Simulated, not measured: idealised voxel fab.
process module | voxel trench capacitor
Square cells of 5 nm make up the cross-section cut, whose width is 260 nm.
A cross-section in this document is a grid of square cells, and it is written down as bands, the top band listed before the ones below it; a band is made up of one or more rows of cells. Band entry format. Leading values: height of top, height of bottom, nm. Remainder: materials in left-to-right order, each with its width in nm. Special words: "throughout" on a single material, which then fills the band edge to edge; "empty", empty space. All heights in this document are referenced to 0, defined as the level beneath which the wafer, as received, consists entirely of one material. The lowest band is not bounded below; it extends indefinitely downward and is written in the form "0..down". Top row gets the first number, bottom row gets the second, and each row in between changes by the same step: that is how a band width like "30..40" works. What does "remains unaltered" mean for a step? It means no cell of the cross-section changed in that step. Entry "Closed void listing" = empty spaces >= 8 cells with no open way to the top; each as width x height at distance, distance from left edge, all nm. What comes after the settings on a step's line is commentary from the simulator itself on that step. A step line may carry the setting "overlay nm", which, for steps involving a mask, states the distance by which the mask lay to the right of its intended position; negative values denote displacement to the left.
Process steps (planned):
1) RECEIVE: material Si
2) CONFORMAL_DEP: material SiN, thk nm 10
3) PATTERN: tone open, mask id TRENCH, material resist, width nm 25, pitch nm 45, thk nm 15, overlay nm 0
4) DIRECTIONAL_ETCH: etch materials SiN, depth nm 10
5) DIRECTIONAL_ETCH: etch materials Si, depth nm 40
6) STRIP: etch materials resist
7) CONFORMAL_DEP: material Al2O3, thk nm 5
8) CONFORMAL_DEP: material TiN, thk nm 5
9) FILL_DEP: material W, thk nm 5
10) CMP: height nm 10
So this is the incoming wafer in cross-section - it's already been through step 1:
* 0..down  Si throughout
* Closed void listing: none
Here's the cross-section of the first of our two wafers at the end of the module - it ran as planned:
* 10..0  SiN 50 nm / Al2O3 5 nm / TiN 5 nm / W 5 nm / TiN 5 nm / Al2O3 5 nm / SiN 20 nm / Al2O3 5 nm / TiN 5 nm / W 5 nm / TiN 5 nm / Al2O3 5 nm / SiN 20 nm / Al2O3 5 nm / TiN 5 nm / W 5 nm / TiN 5 nm / Al2O3 5 nm / SiN 20 nm / Al2O3 5 nm / TiN 5 nm / W 5 nm / TiN 5 nm / Al2O3 5 nm / SiN 50 nm
* 0..-30  Si 50 nm / Al2O3 5 nm / TiN 5 nm / W 5 nm / TiN 5 nm / Al2O3 5 nm / Si 20 nm / Al2O3 5 nm / TiN 5 nm / W 5 nm / TiN 5 nm / Al2O3 5 nm / Si 20 nm / Al2O3 5 nm / TiN 5 nm / W 5 nm / TiN 5 nm / Al2O3 5 nm / Si 20 nm / Al2O3 5 nm / TiN 5 nm / W 5 nm / TiN 5 nm / Al2O3 5 nm / Si 50 nm
* -30..-35  Si 50 nm / Al2O3 5 nm / TiN 15 nm / Al2O3 5 nm / Si 20 nm / Al2O3 5 nm / TiN 15 nm / Al2O3 5 nm / Si 20 nm / Al2O3 5 nm / TiN 15 nm / Al2O3 5 nm / Si 20 nm / Al2O3 5 nm / TiN 15 nm / Al2O3 5 nm / Si 50 nm
* -35..-40  Si 50 nm / Al2O3 25 nm / Si 20 nm / Al2O3 25 nm / Si 20 nm / Al2O3 25 nm / Si 20 nm / Al2O3 25 nm / Si 50 nm
* -40..down  Si throughout
* Closed void listing: none
Module end: cross-section of wafer two of two. Same start and process plan as the first wafer. One mistake during execution:
* 10..0  W 40 nm / TiN 5 nm / Al2O3 5 nm / SiN 25 nm / Al2O3 5 nm / TiN 10 nm / Al2O3 5 nm / SiN 25 nm / Al2O3 5 nm / TiN 10 nm / Al2O3 5 nm / SiN 25 nm / Al2O3 5 nm / TiN 10 nm / Al2O3 5 nm / SiN 25 nm / Al2O3 5 nm / TiN 5 nm / W 40 nm
* 0..-30  W 40 nm / TiN 5 nm / Al2O3 5 nm / Si 25 nm / Al2O3 5 nm / TiN 10 nm / Al2O3 5 nm / Si 25 nm / Al2O3 5 nm / TiN 10 nm / Al2O3 5 nm / Si 25 nm / Al2O3 5 nm / TiN 10 nm / Al2O3 5 nm / Si 25 nm / Al2O3 5 nm / TiN 5 nm / W 40 nm
* -30..-35  TiN 45 nm / Al2O3 5 nm / Si 25 nm / Al2O3 5 nm / TiN 10 nm / Al2O3 5 nm / Si 25 nm / Al2O3 5 nm / TiN 10 nm / Al2O3 5 nm / Si 25 nm / Al2O3 5 nm / TiN 10 nm / Al2O3 5 nm / Si 25 nm / Al2O3 5 nm / TiN 45 nm
* -35..-40  Al2O3 50 nm / Si 25 nm / Al2O3 20 nm / Si 25 nm / Al2O3 20 nm / Si 25 nm / Al2O3 20 nm / Si 25 nm / Al2O3 50 nm
* -40..down  Si throughout
* Closed void listing: none
Want to know what went wrong? off-plan run, step 3, actual operation and settings PATTERN: tone cover, mask id TRENCH, material resist, width nm 25, pitch nm 45, thk nm 15, overlay nm 0
End check, counted in cells, second wafer has more or fewer of these materials than the first: Al2O3 +12, Si -96, SiN -24, TiN +12, W +96
